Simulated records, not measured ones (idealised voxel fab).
You're looking at the process module voxel spacer lines.
200 nm wide, 5 nm square cells: that's cross-section cut.
Throughout this document, each cross-section is represented as a grid of square cells and is presented as a sequence of bands enumerated from the top downward, where a band comprises one or more rows of cells.
Look at the band entry: it leads with the top's height and the bottom's height in nm. Then it lists the materials left to right, with a width in nm for each. The word "throughout" on a single material says that material fills the band edge to edge. The word "blank" is empty space.
We count height from 0. Below that, the starting wafer is all one material. The lowest band never ends at the bottom but goes on down; see "top 0, no bottom" for how that is written.
It should be noted that a width expressed as "30->40" varies in equal increments from row to row of cells within the band, taking the value of the first number at the top row and that of the second number at the bottom row.
Any step labelled "remained unchanged" changed none of the cells in the cross-section.
"Closed empty spaces" means: voids of 8 cells or more that are shut off from the top with no open way through. Written width x height at distance, distance from the left edge, in nm.
Post-settings text on a step line: simulator's own remark regarding the step.
A step's line can hold "overlay nm"; with a mask on that step, the setting says how far right of the planned place the mask lay, while a negative setting says it lay to the left.

The planned process steps are enumerated hereunder
| 1 | RECEIVE, material Si |
| 2 | CONFORMAL_DEP, material Al2O3, thk nm 10 |
| 3 | DIRECTIONAL_DEP, material TiN, thk nm 15 |
| 4 | DIRECTIONAL_DEP, material aC, thk nm 20 |
| 5 | PATTERN, tone cover, mask id MANDREL, material resist, width nm 15, pitch nm 70, thk nm 25, overlay nm 0 |
| 6 | DIRECTIONAL_ETCH, etch materials aC, depth nm 20 |
| 7 | STRIP, etch materials resist |
| 8 | CONFORMAL_DEP, material SiO2, thk nm 10 |
| 9 | DIRECTIONAL_ETCH, etch materials SiO2, depth nm 10 |
| 10 | STRIP, etch materials aC |
| 11 | DIRECTIONAL_ETCH, etch materials TiN, depth nm 15 |
| 12 | STRIP, etch materials SiO2 |
For this document, wafers share an identical start and vary in the step 5 width nm; the plan quotes the first wafer's value.

The first of several wafers in cross-section, exactly as it reached us after step 1
> top 0, no bottom = Si throughout
> Closed empty spaces: none

Take any row and you have a wafer at the end of the module: how many cells of each material it has gained (+) or lost (-) since it was received, and then its closed voids
width nm 15 | +80 Al2O3 | +36 TiN | Closed empty spaces: none
width nm 20 | +80 Al2O3 | +36 TiN | Closed empty spaces: none
width nm 25 | +80 Al2O3 | +36 TiN | Closed empty spaces: none
width nm 30 | +80 Al2O3 | +36 TiN | Closed empty spaces: none
